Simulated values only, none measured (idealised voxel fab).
process module | voxel transistor to metal
cross-section cut | 260 nm wide | cells 5 nm
A cross-section is a grid of square cells, given in bands from the top down. A band is one or more rows of cells.
Each band's line starts with the height of the band's top and of its bottom, in nm. Then come its materials from left to right, each with its width in nm. One material with "throughout" fills the band from edge to edge. "air" is empty space.
Height 0 is the level under which the wafer as received is all one material. The lowest band goes on downwards, as in "0 down".
A width such as "30 to 40" changes by the same amount from each row of cells to the next, from the band's top row to its bottom row.
"no change" after a step means that no cell of the cross-section changed.
closed voids: empty space of 8 cells or more with no open way to the top, each as width x height at its distance from the left edge, in nm
after a step's settings: what the simulator itself notes on the step
overlay nm, on a step with a mask: how far to the right of its planned place the mask lay; to the left if negative
plan
1 op RECEIVE | material Si
2 op OXIDIZE | depth nm 5
3 op CONFORMAL_DEP | material SiN | thk nm 10
4 op PATTERN | tone cover | mask id ACTIVE | material resist | width nm 105 | pitch nm 125 | thk nm 15 | overlay nm 0
5 op DIRECTIONAL_ETCH | etch materials SiN | depth nm 10
6 op DIRECTIONAL_ETCH | etch materials SiO2 | depth nm 5
7 op DIRECTIONAL_ETCH | etch materials Si | depth nm 30
8 op STRIP | etch materials resist
9 op OXIDIZE | depth nm 5
10 op FILL_DEP | material SiO2 | thk nm 15
11 op CMP | height nm 10
12 op SELECTIVE_ETCH | etch materials SiO2 | depth nm 5
13 op STRIP | etch materials SiN
14 op SELECTIVE_ETCH | etch materials SiO2 | depth nm 5
15 op OXIDIZE | depth nm 5
16 op DIRECTIONAL_DEP | material polySi | thk nm 30
17 op DIRECTIONAL_DEP | material SiCN | thk nm 10
18 op MASKED_ETCH | tone cover | mask id GATE | width nm 15 | pitch nm 125 | etch materials SiCN | depth nm 20 | overlay nm 0
19 op MASKED_ETCH | tone cover | mask id GATE | width nm 15 | pitch nm 125 | etch materials polySi | depth nm 40 | overlay nm 0
20 op CONFORMAL_DEP | material SiO2 | thk nm 5
21 op DIRECTIONAL_ETCH | etch materials SiO2 | depth nm 5
22 op CONFORMAL_DEP | material SiN | thk nm 10
23 op DIRECTIONAL_ETCH | etch materials SiN | depth nm 10
24 op DIRECTIONAL_ETCH | etch materials SiO2 | depth nm 5
25 op EPI | material SiGe | thk nm 5
26 op FILL_DEP | material SiO2 | thk nm 10
27 op CMP | height nm 35
28 op DIRECTIONAL_DEP | material SiO2 | thk nm 15
29 op PATTERN | tone open | mask id CONTACT | material resist | width nm 20 | thk nm 15 | overlay nm 0
30 op DIRECTIONAL_ETCH | etch materials SiO2 | depth nm 55
31 op STRIP | etch materials resist
32 op CONFORMAL_DEP | material TiN | thk nm 5
33 op FILL_DEP | material Ru | thk nm 5
34 op CMP | height nm 50
35 op CONFORMAL_DEP | material SiCN | thk nm 5
36 op DIRECTIONAL_DEP | material lowk | thk nm 15
37 op MASKED_ETCH | tone open | mask id METAL_1 | width nm 20 | etch materials lowk | depth nm 15 | overlay nm 0
38 op MASKED_ETCH | tone open | mask id METAL_1 | width nm 20 | etch materials SiCN | depth nm 5 | overlay nm 0
39 op CONFORMAL_DEP | material TiN | thk nm 5
40 op FILL_DEP | material W | thk nm 10
41 op CMP | height nm 70
42 op CONFORMAL_DEP | material SiCN | thk nm 5
43 op DIRECTIONAL_DEP | material SiO2 | thk nm 35
44 op DIRECTIONAL_DEP | material aC | thk nm 10
45 op PATTERN | tone open | mask id METAL_2_HOLES | material resist | width nm 15 | pitch nm 125 | thk nm 30 | overlay nm 0
46 op DIRECTIONAL_ETCH | etch materials aC | depth nm 10
47 op STRIP | etch materials resist
48 op DIRECTIONAL_ETCH | etch materials SiO2 | depth nm 35
49 op STRIP | etch materials aC
50 op PATTERN | tone open | mask id METAL_2 | material resist | width nm 20 | pitch nm 125 | thk nm 20 | overlay nm 0
51 op DIRECTIONAL_ETCH | etch materials SiO2 | depth nm 20
52 op DIRECTIONAL_ETCH | etch materials SiCN | depth nm 5
53 op STRIP | etch materials resist
54 op CONFORMAL_DEP | material TiN | thk nm 5
55 op FILL_DEP | material Cu | thk nm 5
56 op CMP | height nm 110
57 op CONFORMAL_DEP | material SiN | thk nm 5
first wafer, as planned
as received, after step 1
  0 down: Si throughout
  closed voids: none
after step 2
  0 to -5: SiO2 throughout
  below -5: unchanged
after step 3
  10 to 0: SiN throughout
  below 0: unchanged
after step 4
  25 to 10: air 15 | resist 105 | air 20 | resist 105 | air 15
  below 10: unchanged
after step 5
  25 to 10: air 15 | resist 105 | air 20 | resist 105 | air 15
  10 to 0: air 15 | SiN 105 | air 20 | SiN 105 | air 15
  below 0: unchanged
after step 6
  25 to 10: air 15 | resist 105 | air 20 | resist 105 | air 15
  10 to 0: air 15 | SiN 105 | air 20 | SiN 105 | air 15
  0 to -5: air 15 | SiO2 105 | air 20 | SiO2 105 | air 15
  below -5: unchanged
after step 7
  25 to 10: air 15 | resist 105 | air 20 | resist 105 | air 15
  10 to 0: air 15 | SiN 105 | air 20 | SiN 105 | air 15
  0 to -5: air 15 | SiO2 105 | air 20 | SiO2 105 | air 15
  -5 to -35: air 15 | Si 105 | air 20 | Si 105 | air 15
  below -35: unchanged
after step 8
  10 to 0: air 15 | SiN 105 | air 20 | SiN 105 | air 15
  below 0: unchanged
after step 9
  10 to 0: air 15 | SiN 105 | air 20 | SiN 105 | air 15
  0 to -5: air 15 | SiO2 105 | air 20 | SiO2 105 | air 15
  -5 to -35: air 15 | SiO2 5 | Si 95 | SiO2 5 | air 20 | SiO2 5 | Si 95 | SiO2 5 | air 15
  -35 to -40: SiO2 20 | Si 95 | SiO2 30 | Si 95 | SiO2 20
  below -40: unchanged
after step 10
  25 to 10: SiO2 throughout
  10 to 0: SiO2 15 | SiN 105 | SiO2 20 | SiN 105 | SiO2 15
  0 to -5: SiO2 throughout
  -5 to -40: SiO2 20 | Si 95 | SiO2 30 | Si 95 | SiO2 20
  below -40: unchanged
after step 11
  10 to 0: SiO2 15 | SiN 105 | SiO2 20 | SiN 105 | SiO2 15
  below 0: unchanged
after step 12
  10 to 5: air 15 | SiN 105 | air 20 | SiN 105 | air 15
  below 5: unchanged
after step 13
  5 to 0: SiO2 15 | air 105 | SiO2 20 | air 105 | SiO2 15
  below 0: unchanged
after step 14
  0 to -5: SiO2 10 | air 115 | SiO2 10 | air 115 | SiO2 10
  below -5: unchanged
after step 15
  0 to -5: SiO2 10 | air 115 | SiO2 10 | air 115 | SiO2 10
  -5 to -10: SiO2 throughout
  below -10: unchanged
after step 16
  30 to 25: polySi 10 | air 115 | polySi 10 | air 115 | polySi 10
  25 to 0: polySi throughout
  0 to -5: SiO2 10 | polySi 115 | SiO2 10 | polySi 115 | SiO2 10
  below -5: unchanged
after step 17
  40 to 35: SiCN 10 | air 115 | SiCN 10 | air 115 | SiCN 10
  35 to 30: SiCN throughout
  30 to 25: polySi 10 | SiCN 115 | polySi 10 | SiCN 115 | polySi 10
  below 25: unchanged
after step 18
  35 to 30: air 60 | SiCN 15 | air 110 | SiCN 15 | air 60
  30 to 25: polySi 10 | air 50 | SiCN 15 | air 50 | polySi 10 | air 50 | SiCN 15 | air 50 | polySi 10
  below 25: unchanged
after step 19
  35 to 25: air 60 | SiCN 15 | air 110 | SiCN 15 | air 60
  25 to 0: air 60 | polySi 15 | air 110 | polySi 15 | air 60
  0 to -5: SiO2 10 | air 50 | polySi 15 | air 50 | SiO2 10 | air 50 | polySi 15 | air 50 | SiO2 10
  below -5: unchanged
after step 20
  40 to 35: air 55 | SiO2 25 | air 100 | SiO2 25 | air 55
  35 to 25: air 55 | SiO2 5 | SiCN 15 | SiO2 5 | air 100 | SiO2 5 | SiCN 15 | SiO2 5 | air 55
  25 to 5: air 55 | SiO2 5 | polySi 15 | SiO2 5 | air 100 | SiO2 5 | polySi 15 | SiO2 5 | air 55
  5 to 0: SiO2 15 | air 40 | SiO2 5 | polySi 15 | SiO2 5 | air 40 | SiO2 20 | air 40 | SiO2 5 | polySi 15 | SiO2 5 | air 40 | SiO2 15
  0 to -5: SiO2 60 | polySi 15 | SiO2 110 | polySi 15 | SiO2 60
  below -5: unchanged
after step 21
  35 to 25: air 55 | SiO2 5 | SiCN 15 | SiO2 5 | air 100 | SiO2 5 | SiCN 15 | SiO2 5 | air 55
  25 to 0: air 55 | SiO2 5 | polySi 15 | SiO2 5 | air 100 | SiO2 5 | polySi 15 | SiO2 5 | air 55
  0 to -5: SiO2 15 | air 40 | SiO2 5 | polySi 15 | SiO2 5 | air 40 | SiO2 20 | air 40 | SiO2 5 | polySi 15 | SiO2 5 | air 40 | SiO2 15
  below -5: unchanged
after step 22
  45 to 35: air 45 | SiN 45 | air 80 | SiN 45 | air 45
  35 to 25: air 45 | SiN 10 | SiO2 5 | SiCN 15 | SiO2 5 | SiN 10 | air 80 | SiN 10 | SiO2 5 | SiCN 15 | SiO2 5 | SiN 10 | air 45
  25 to 10: air 45 | SiN 10 | SiO2 5 | polySi 15 | SiO2 5 | SiN 10 | air 80 | SiN 10 | SiO2 5 | polySi 15 | SiO2 5 | SiN 10 | air 45
  10 to 5: SiN 25 | air 20 | SiN 10 | SiO2 5 | polySi 15 | SiO2 5 | SiN 10 | air 20 | SiN 40 | air 20 | SiN 10 | SiO2 5 | polySi 15 | SiO2 5 | SiN 10 | air 20 | SiN 25
  5 to 0: SiN 55 | SiO2 5 | polySi 15 | SiO2 5 | SiN 100 | SiO2 5 | polySi 15 | SiO2 5 | SiN 55
  0 to -5: SiO2 15 | SiN 40 | SiO2 5 | polySi 15 | SiO2 5 | SiN 40 | SiO2 20 | SiN 40 | SiO2 5 | polySi 15 | SiO2 5 | SiN 40 | SiO2 15
  below -5: unchanged
after step 23
  35 to 25: air 45 | SiN 10 | SiO2 5 | SiCN 15 | SiO2 5 | SiN 10 | air 80 | SiN 10 | SiO2 5 | SiCN 15 | SiO2 5 | SiN 10 | air 45
  25 to 0: air 45 | SiN 10 | SiO2 5 | polySi 15 | SiO2 5 | SiN 10 | air 80 | SiN 10 | SiO2 5 | polySi 15 | SiO2 5 | SiN 10 | air 45
  0 to -5: SiO2 15 | SiN 10 | air 20 | SiN 10 | SiO2 5 | polySi 15 | SiO2 5 | SiN 10 | air 20 | SiN 10 | SiO2 20 | SiN 10 | air 20 | SiN 10 | SiO2 5 | polySi 15 | SiO2 5 | SiN 10 | air 20 | SiN 10 | SiO2 15
  below -5: unchanged
after step 24
  35 to 30: air 45 | SiN 10 | air 5 | SiCN 15 | air 5 | SiN 10 | air 80 | SiN 10 | air 5 | SiCN 15 | air 5 | SiN 10 | air 45
  30 to 25: air 45 | SiN 10 | SiO2 5 | SiCN 15 | SiO2 5 | SiN 10 | air 80 | SiN 10 | SiO2 5 | SiCN 15 | SiO2 5 | SiN 10 | air 45
  25 to 0: air 45 | SiN 10 | SiO2 5 | polySi 15 | SiO2 5 | SiN 10 | air 80 | SiN 10 | SiO2 5 | polySi 15 | SiO2 5 | SiN 10 | air 45
  0 to -5: air 15 | SiN 10 | air 20 | SiN 10 | SiO2 5 | polySi 15 | SiO2 5 | SiN 10 | air 20 | SiN 10 | air 20 | SiN 10 | air 20 | SiN 10 | SiO2 5 | polySi 15 | SiO2 5 | SiN 10 | air 20 | SiN 10 | air 15
  -5 to -10: SiO2 25 | air 20 | SiO2 45 | air 20 | SiO2 40 | air 20 | SiO2 45 | air 20 | SiO2 25
  below -10: unchanged
after step 25
  35 to 30: air 45 | SiN 10 | air 5 | SiCN 15 | air 5 | SiN 10 | air 80 | SiN 10 | air 5 | SiCN 15 | air 5 | SiN 10 | air 45
  30 to 25: air 45 | SiN 10 | SiO2 5 | SiCN 15 | SiO2 5 | SiN 10 | air 80 | SiN 10 | SiO2 5 | SiCN 15 | SiO2 5 | SiN 10 | air 45
  25 to 0: air 45 | SiN 10 | SiO2 5 | polySi 15 | SiO2 5 | SiN 10 | air 80 | SiN 10 | SiO2 5 | polySi 15 | SiO2 5 | SiN 10 | air 45
  0 to -5: air 15 | SiN 10 | air 20 | SiN 10 | SiO2 5 | polySi 15 | SiO2 5 | SiN 10 | air 20 | SiN 10 | air 20 | SiN 10 | air 20 | SiN 10 | SiO2 5 | polySi 15 | SiO2 5 | SiN 10 | air 20 | SiN 10 | air 15
  -5 to -10: SiO2 25 | SiGe 20 | SiO2 45 | SiGe 20 | SiO2 40 | SiGe 20 | SiO2 45 | SiGe 20 | SiO2 25
  below -10: unchanged
after step 26
  45 to 35: SiO2 throughout
  35 to 25: SiO2 45 | SiN 10 | SiO2 5 | SiCN 15 | SiO2 5 | SiN 10 | SiO2 80 | SiN 10 | SiO2 5 | SiCN 15 | SiO2 5 | SiN 10 | SiO2 45
  25 to 0: SiO2 45 | SiN 10 | SiO2 5 | polySi 15 | SiO2 5 | SiN 10 | SiO2 80 | SiN 10 | SiO2 5 | polySi 15 | SiO2 5 | SiN 10 | SiO2 45
  0 to -5: SiO2 15 | SiN 10 | SiO2 20 | SiN 10 | SiO2 5 | polySi 15 | SiO2 5 | SiN 10 | SiO2 20 | SiN 10 | SiO2 20 | SiN 10 | SiO2 20 | SiN 10 | SiO2 5 | polySi 15 | SiO2 5 | SiN 10 | SiO2 20 | SiN 10 | SiO2 15
  below -5: unchanged
after step 27
  35 to 25: SiO2 45 | SiN 10 | SiO2 5 | SiCN 15 | SiO2 5 | SiN 10 | SiO2 80 | SiN 10 | SiO2 5 | SiCN 15 | SiO2 5 | SiN 10 | SiO2 45
  below 25: unchanged
after step 28
  50 to 35: SiO2 throughout
  below 35: unchanged
after step 29
  65 to 50: resist 25 | air 20 | resist 45 | air 20 | resist 40 | air 20 | resist 45 | air 20 | resist 25
  below 50: unchanged
after step 30
  65 to 50: resist 25 | air 20 | resist 45 | air 20 | resist 40 | air 20 | resist 45 | air 20 | resist 25
  50 to 35: SiO2 25 | air 20 | SiO2 45 | air 20 | SiO2 40 | air 20 | SiO2 45 | air 20 | SiO2 25
  35 to 25: SiO2 25 | air 20 | SiN 10 | SiO2 5 | SiCN 15 | SiO2 5 | SiN 10 | air 20 | SiO2 40 | air 20 | SiN 10 | SiO2 5 | SiCN 15 | SiO2 5 | SiN 10 | air 20 | SiO2 25
  25 to 0: SiO2 25 | air 20 | SiN 10 | SiO2 5 | polySi 15 | SiO2 5 | SiN 10 | air 20 | SiO2 40 | air 20 | SiN 10 | SiO2 5 | polySi 15 | SiO2 5 | SiN 10 | air 20 | SiO2 25
  0 to -5: SiO2 15 | SiN 10 | air 20 | SiN 10 | SiO2 5 | polySi 15 | SiO2 5 | SiN 10 | air 20 | SiN 10 | SiO2 20 | SiN 10 | air 20 | SiN 10 | SiO2 5 | polySi 15 | SiO2 5 | SiN 10 | air 20 | SiN 10 | SiO2 15
  below -5: unchanged
after step 31
  50 to 35: SiO2 25 | air 20 | SiO2 45 | air 20 | SiO2 40 | air 20 | SiO2 45 | air 20 | SiO2 25
  below 35: unchanged
after step 32
  55 to 50: TiN 30 | air 10 | TiN 55 | air 10 | TiN 50 | air 10 | TiN 55 | air 10 | TiN 30
  50 to 35: SiO2 25 | TiN 5 | air 10 | TiN 5 | SiO2 45 | TiN 5 | air 10 | TiN 5 | SiO2 40 | TiN 5 | air 10 | TiN 5 | SiO2 45 | TiN 5 | air 10 | TiN 5 | SiO2 25
  35 to 25: SiO2 25 | TiN 5 | air 10 | TiN 5 | SiN 10 | SiO2 5 | SiCN 15 | SiO2 5 | SiN 10 | TiN 5 | air 10 | TiN 5 | SiO2 40 | TiN 5 | air 10 | TiN 5 | SiN 10 | SiO2 5 | SiCN 15 | SiO2 5 | SiN 10 | TiN 5 | air 10 | TiN 5 | SiO2 25
  25 to 0: SiO2 25 | TiN 5 | air 10 | TiN 5 | SiN 10 | SiO2 5 | polySi 15 | SiO2 5 | SiN 10 | TiN 5 | air 10 | TiN 5 | SiO2 40 | TiN 5 | air 10 | TiN 5 | SiN 10 | SiO2 5 | polySi 15 | SiO2 5 | SiN 10 | TiN 5 | air 10 | TiN 5 | SiO2 25
  0 to -5: SiO2 15 | SiN 10 | TiN 20 | SiN 10 | SiO2 5 | polySi 15 | SiO2 5 | SiN 10 | TiN 20 | SiN 10 | SiO2 20 | SiN 10 | TiN 20 | SiN 10 | SiO2 5 | polySi 15 | SiO2 5 | SiN 10 | TiN 20 | SiN 10 | SiO2 15
  below -5: unchanged
after step 33
  60 to 55: Ru throughout
  55 to 50: TiN 30 | Ru 10 | TiN 55 | Ru 10 | TiN 50 | Ru 10 | TiN 55 | Ru 10 | TiN 30
  50 to 35: SiO2 25 | TiN 5 | Ru 10 | TiN 5 | SiO2 45 | TiN 5 | Ru 10 | TiN 5 | SiO2 40 | TiN 5 | Ru 10 | TiN 5 | SiO2 45 | TiN 5 | Ru 10 | TiN 5 | SiO2 25
  35 to 25: SiO2 25 | TiN 5 | Ru 10 | TiN 5 | SiN 10 | SiO2 5 | SiCN 15 | SiO2 5 | SiN 10 | TiN 5 | Ru 10 | TiN 5 | SiO2 40 | TiN 5 | Ru 10 | TiN 5 | SiN 10 | SiO2 5 | SiCN 15 | SiO2 5 | SiN 10 | TiN 5 | Ru 10 | TiN 5 | SiO2 25
  25 to 0: SiO2 25 | TiN 5 | Ru 10 | TiN 5 | SiN 10 | SiO2 5 | polySi 15 | SiO2 5 | SiN 10 | TiN 5 | Ru 10 | TiN 5 | SiO2 40 | TiN 5 | Ru 10 | TiN 5 | SiN 10 | SiO2 5 | polySi 15 | SiO2 5 | SiN 10 | TiN 5 | Ru 10 | TiN 5 | SiO2 25
  below 0: unchanged
after step 34
  50 to 35: SiO2 25 | TiN 5 | Ru 10 | TiN 5 | SiO2 45 | TiN 5 | Ru 10 | TiN 5 | SiO2 40 | TiN 5 | Ru 10 | TiN 5 | SiO2 45 | TiN 5 | Ru 10 | TiN 5 | SiO2 25
  below 35: unchanged
after step 35
  55 to 50: SiCN throughout
  below 50: unchanged
after step 36
  70 to 55: lowk throughout
  below 55: unchanged
after step 37
  70 to 55: lowk 25 | air 20 | lowk 45 | air 20 | lowk 40 | air 20 | lowk 45 | air 20 | lowk 25
  below 55: unchanged
after step 38
  70 to 55: lowk 25 | air 20 | lowk 45 | air 20 | lowk 40 | air 20 | lowk 45 | air 20 | lowk 25
  55 to 50: SiCN 25 | air 20 | SiCN 45 | air 20 | SiCN 40 | air 20 | SiCN 45 | air 20 | SiCN 25
  below 50: unchanged
after step 39
  75 to 70: TiN 30 | air 10 | TiN 55 | air 10 | TiN 50 | air 10 | TiN 55 | air 10 | TiN 30
  70 to 55: lowk 25 | TiN 5 | air 10 | TiN 5 | lowk 45 | TiN 5 | air 10 | TiN 5 | lowk 40 | TiN 5 | air 10 | TiN 5 | lowk 45 | TiN 5 | air 10 | TiN 5 | lowk 25
  55 to 50: SiCN 25 | TiN 20 | SiCN 45 | TiN 20 | SiCN 40 | TiN 20 | SiCN 45 | TiN 20 | SiCN 25
  below 50: unchanged
after step 40
  85 to 75: W throughout
  75 to 70: TiN 30 | W 10 | TiN 55 | W 10 | TiN 50 | W 10 | TiN 55 | W 10 | TiN 30
  70 to 55: lowk 25 | TiN 5 | W 10 | TiN 5 | lowk 45 | TiN 5 | W 10 | TiN 5 | lowk 40 | TiN 5 | W 10 | TiN 5 | lowk 45 | TiN 5 | W 10 | TiN 5 | lowk 25
  below 55: unchanged
after step 41
  70 to 55: lowk 25 | TiN 5 | W 10 | TiN 5 | lowk 45 | TiN 5 | W 10 | TiN 5 | lowk 40 | TiN 5 | W 10 | TiN 5 | lowk 45 | TiN 5 | W 10 | TiN 5 | lowk 25
  below 55: unchanged
after step 42
  75 to 70: SiCN throughout
  below 70: unchanged
after step 43
  110 to 75: SiO2 throughout
  below 75: unchanged
after step 44
  120 to 110: aC throughout
  below 110: unchanged
after step 45
  150 to 120: resist 25 | air 15 | resist 110 | air 15 | resist 95
  below 120: unchanged
after step 46
  140 to 120: resist 25 | air 15 | resist 110 | air 15 | resist 95
  120 to 110: aC 25 | air 15 | aC 110 | air 15 | aC 95
  below 110: unchanged
after step 47
  120 to 110: aC 25 | air 15 | aC 110 | air 15 | aC 95
  below 110: unchanged
after step 48
  120 to 110: aC 25 | air 15 | aC 110 | air 15 | aC 95
  110 to 75: SiO2 25 | air 15 | SiO2 110 | air 15 | SiO2 95
  below 75: unchanged
after step 49
  110 to 75: SiO2 25 | air 15 | SiO2 110 | air 15 | SiO2 95
  below 75: unchanged
after step 50
  130 to 110: resist 25 | air 20 | resist 105 | air 20 | resist 90
  below 110: unchanged
after step 51
  130 to 110: resist 25 | air 20 | resist 105 | air 20 | resist 90
  110 to 90: SiO2 25 | air 20 | SiO2 105 | air 20 | SiO2 90
  below 90: unchanged
after step 52
  130 to 110: resist 25 | air 20 | resist 105 | air 20 | resist 90
  110 to 90: SiO2 25 | air 20 | SiO2 105 | air 20 | SiO2 90
  90 to 75: SiO2 25 | air 15 | SiO2 110 | air 15 | SiO2 95
  75 to 70: SiCN 25 | air 15 | SiCN 110 | air 15 | SiCN 95
  below 70: unchanged
after step 53
  110 to 90: SiO2 25 | air 20 | SiO2 105 | air 20 | SiO2 90
  below 90: unchanged
after step 54
  115 to 110: TiN 30 | air 10 | TiN 115 | air 10 | TiN 95
  110 to 95: SiO2 25 | TiN 5 | air 10 | TiN 5 | SiO2 105 | TiN 5 | air 10 | TiN 5 | SiO2 90
  95 to 90: SiO2 25 | TiN 5 | air 5 | TiN 10 | SiO2 105 | TiN 5 | air 5 | TiN 10 | SiO2 90
  90 to 75: SiO2 25 | TiN 5 | air 5 | TiN 5 | SiO2 110 | TiN 5 | air 5 | TiN 5 | SiO2 95
  75 to 70: SiCN 25 | TiN 15 | SiCN 110 | TiN 15 | SiCN 95
  below 70: unchanged
after step 55
  120 to 115: Cu throughout
  115 to 110: TiN 30 | Cu 10 | TiN 115 | Cu 10 | TiN 95
  110 to 95: SiO2 25 | TiN 5 | Cu 10 | TiN 5 | SiO2 105 | TiN 5 | Cu 10 | TiN 5 | SiO2 90
  95 to 90: SiO2 25 | TiN 5 | Cu 5 | TiN 10 | SiO2 105 | TiN 5 | Cu 5 | TiN 10 | SiO2 90
  90 to 75: SiO2 25 | TiN 5 | Cu 5 | TiN 5 | SiO2 110 | TiN 5 | Cu 5 | TiN 5 | SiO2 95
  below 75: unchanged
after step 56
  110 to 95: SiO2 25 | TiN 5 | Cu 10 | TiN 5 | SiO2 105 | TiN 5 | Cu 10 | TiN 5 | SiO2 90
  below 95: unchanged
after step 57
  115 to 110: SiN throughout
  below 110: unchanged
second wafer: like start, like plan, one mistake. Through step 40 it matches the first wafer
when step 41 should have ended: no change
when step 42 should have ended
  90 to 85: SiCN throughout
  below 85: unchanged
when step 43 should have ended
  125 to 90: SiO2 throughout
  below 90: unchanged
when step 44 should have ended
  135 to 125: aC throughout
  below 125: unchanged
when step 45 should have ended
  165 to 135: resist 25 | air 15 | resist 110 | air 15 | resist 95
  below 135: unchanged
when step 46 should have ended
  155 to 135: resist 25 | air 15 | resist 110 | air 15 | resist 95
  135 to 125: aC 25 | air 15 | aC 110 | air 15 | aC 95
  below 125: unchanged
when step 47 should have ended
  135 to 125: aC 25 | air 15 | aC 110 | air 15 | aC 95
  below 125: unchanged
when step 48 should have ended
  135 to 125: aC 25 | air 15 | aC 110 | air 15 | aC 95
  125 to 90: SiO2 25 | air 15 | SiO2 110 | air 15 | SiO2 95
  below 90: unchanged
when step 49 should have ended
  125 to 90: SiO2 25 | air 15 | SiO2 110 | air 15 | SiO2 95
  below 90: unchanged
when step 50 should have ended
  145 to 125: resist 25 | air 20 | resist 105 | air 20 | resist 90
  below 125: unchanged
when step 51 should have ended
  145 to 125: resist 25 | air 20 | resist 105 | air 20 | resist 90
  125 to 105: SiO2 25 | air 20 | SiO2 105 | air 20 | SiO2 90
  below 105: unchanged
when step 52 should have ended
  145 to 125: resist 25 | air 20 | resist 105 | air 20 | resist 90
  125 to 105: SiO2 25 | air 20 | SiO2 105 | air 20 | SiO2 90
  105 to 90: SiO2 25 | air 15 | SiO2 110 | air 15 | SiO2 95
  90 to 85: SiCN 25 | air 15 | SiCN 110 | air 15 | SiCN 95
  below 85: unchanged
when step 53 should have ended
  125 to 105: SiO2 25 | air 20 | SiO2 105 | air 20 | SiO2 90
  below 105: unchanged
when step 54 should have ended
  130 to 125: TiN 30 | air 10 | TiN 115 | air 10 | TiN 95
  125 to 110: SiO2 25 | TiN 5 | air 10 | TiN 5 | SiO2 105 | TiN 5 | air 10 | TiN 5 | SiO2 90
  110 to 105: SiO2 25 | TiN 5 | air 5 | TiN 10 | SiO2 105 | TiN 5 | air 5 | TiN 10 | SiO2 90
  105 to 90: SiO2 25 | TiN 5 | air 5 | TiN 5 | SiO2 110 | TiN 5 | air 5 | TiN 5 | SiO2 95
  90 to 85: SiCN 25 | TiN 15 | SiCN 110 | TiN 15 | SiCN 95
  below 85: unchanged
when step 55 should have ended
  135 to 130: Cu throughout
  130 to 125: TiN 30 | Cu 10 | TiN 115 | Cu 10 | TiN 95
  125 to 110: SiO2 25 | TiN 5 | Cu 10 | TiN 5 | SiO2 105 | TiN 5 | Cu 10 | TiN 5 | SiO2 90
  110 to 105: SiO2 25 | TiN 5 | Cu 5 | TiN 10 | SiO2 105 | TiN 5 | Cu 5 | TiN 10 | SiO2 90
  105 to 90: SiO2 25 | TiN 5 | Cu 5 | TiN 5 | SiO2 110 | TiN 5 | Cu 5 | TiN 5 | SiO2 95
  below 90: unchanged
when step 56 should have ended
  110 to 105: SiO2 25 | TiN 5 | Cu 5 | TiN 10 | SiO2 105 | TiN 5 | Cu 5 | TiN 10 | SiO2 90
  below 105: unchanged
when step 57 should have ended
  115 to 110: SiN throughout
  below 110: unchanged
what went wrong: step 41 was left out
at the end the second wafer has, in cells: 12 fewer of Cu | 132 fewer of SiO2 | 32 more of TiN | 112 more of W
